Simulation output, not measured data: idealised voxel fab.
The document below concerns the process module designated voxel wiring stack.
We display cut, a cross-section 140 nm in width whose square cells are each 5 nm.
A cross-section is written here as square cells arranged in a grid, and it is given in bands from the top down, each band taking up one or more rows of cells. For a band, the entry starts with two heights in nm, that of the top and then that of the bottom, and carries on with the band's materials in order from left to right, each alongside its width in nm; the word "all across" beside a single material means it fills the band edge to edge, and "blank" means empty space. It should be noted that heights are counted from 0, beneath which the wafer as supplied is of one material throughout, and that the lowest band possesses no lower boundary but continues downward, as written in "z 0 and below". The two numbers in a width such as "30..40" mark its ends across the band: the first belongs to the top row of cells, the second to the bottom row, and from each row to the next the width moves by the same amount. A step reported as "all unchanged" is a step in which no cell of the cross-section changed. Closed empty spaces (no open way to the top) of 8 cells or more are what "Tabulated closed voids" lists, each as width x height at distance from the left edge, nm for all three. If you see something after the settings on a step's line, that's the simulator's own remark about that step. overlay nm: on a step with a mask, how far right of its planned place the mask lay; negative means left.

## These are the steps we planned for the process
1 RECEIVE,material Si
2 CONFORMAL_DEP,material SiO2,thk nm 15
3 DIRECTIONAL_DEP,material TiN,thk nm 5
4 DIRECTIONAL_DEP,material Ru,thk nm 25
5 MASKED_ETCH,tone cover,mask id METAL_1,width nm 25,pitch nm 40,etch materials Ru,depth nm 25,overlay nm 0
6 MASKED_ETCH,tone cover,mask id METAL_1,width nm 25,pitch nm 40,etch materials TiN,depth nm 5,overlay nm 0
7 FILL_DEP,material lowk,thk nm 5
8 CMP,height nm 45
9 CONFORMAL_DEP,material SiCN,thk nm 5
10 DIRECTIONAL_DEP,material lowk,thk nm 20
11 MASKED_ETCH,tone open,mask id PLUG_1,width nm 15,pitch nm 80,etch materials lowk,depth nm 20,overlay nm 0
12 MASKED_ETCH,tone open,mask id PLUG_1,width nm 15,pitch nm 80,etch materials SiCN,depth nm 5,overlay nm 0
13 EPI,material Ru,thk nm 10
14 EPI,material Ru,thk nm 10
15 EPI,material Ru,thk nm 5
16 CONFORMAL_DEP,material SiCN,thk nm 5
17 DIRECTIONAL_DEP,material SiO2,thk nm 25
18 MASKED_ETCH,tone open,mask id METAL_2,width nm 25,pitch nm 40,etch materials SiO2,depth nm 25,overlay nm 0
19 MASKED_ETCH,tone open,mask id METAL_2,width nm 25,pitch nm 40,etch materials SiCN,depth nm 5,overlay nm 0
20 CONFORMAL_DEP,material TiN,thk nm 5
21 FILL_DEP,material Cu,thk nm 5
22 CMP,height nm 100
23 EPI,material Ru,thk nm 5
24 FILL_DEP,material SiCN,thk nm 5

## Cross-sectional view of the wafer in its as-received condition, corresponding to the state after step 1
> z 0 and below = Si all across
> Tabulated closed voids: none

## Same starting wafer, same plan as above, one mistake in the execution; this is the cross-section at the end of the module
> z 110 to 105 = SiCN all across
> z 105 to 100 = Ru 20  SiCN 15  Ru 25  SiCN 15  Ru 25  SiCN 15  Ru 25
> z 100 to 80 = Cu 10  TiN 5  SiO2 25  TiN 5  Cu 5  TiN 5  SiO2 25  TiN 5  Cu 5  TiN 5  SiO2 25  TiN 5  Cu 15
> z 80 to 75 = TiN 15  SiO2 25  TiN 15  SiO2 25  TiN 15  SiO2 25  TiN 20
> z 75 to 70 = SiCN all across
> z 70 to 50 = lowk 15  Ru 15  lowk 65  Ru 15  lowk 30
> z 50 to 45 = SiCN 15  Ru 15  SiCN 65  Ru 15  SiCN 30
> z 45 to 20 = lowk 15  Ru 25  lowk 15  Ru 25  lowk 15  Ru 25  lowk 20
> z 20 to 15 = lowk 15  TiN 25  lowk 15  TiN 25  lowk 15  TiN 25  lowk 20
> z 15 to 0 = SiO2 all across
> z 0 and below = Si all across
> Tabulated closed voids: none
Which mistake was made when the wafer was run? step 18 was run on a setting that differed from the plan, and what really ran there is MASKED_ETCH,tone cover,mask id METAL_2,width nm 25,pitch nm 40,etch materials SiO2,depth nm 25,overlay nm 0
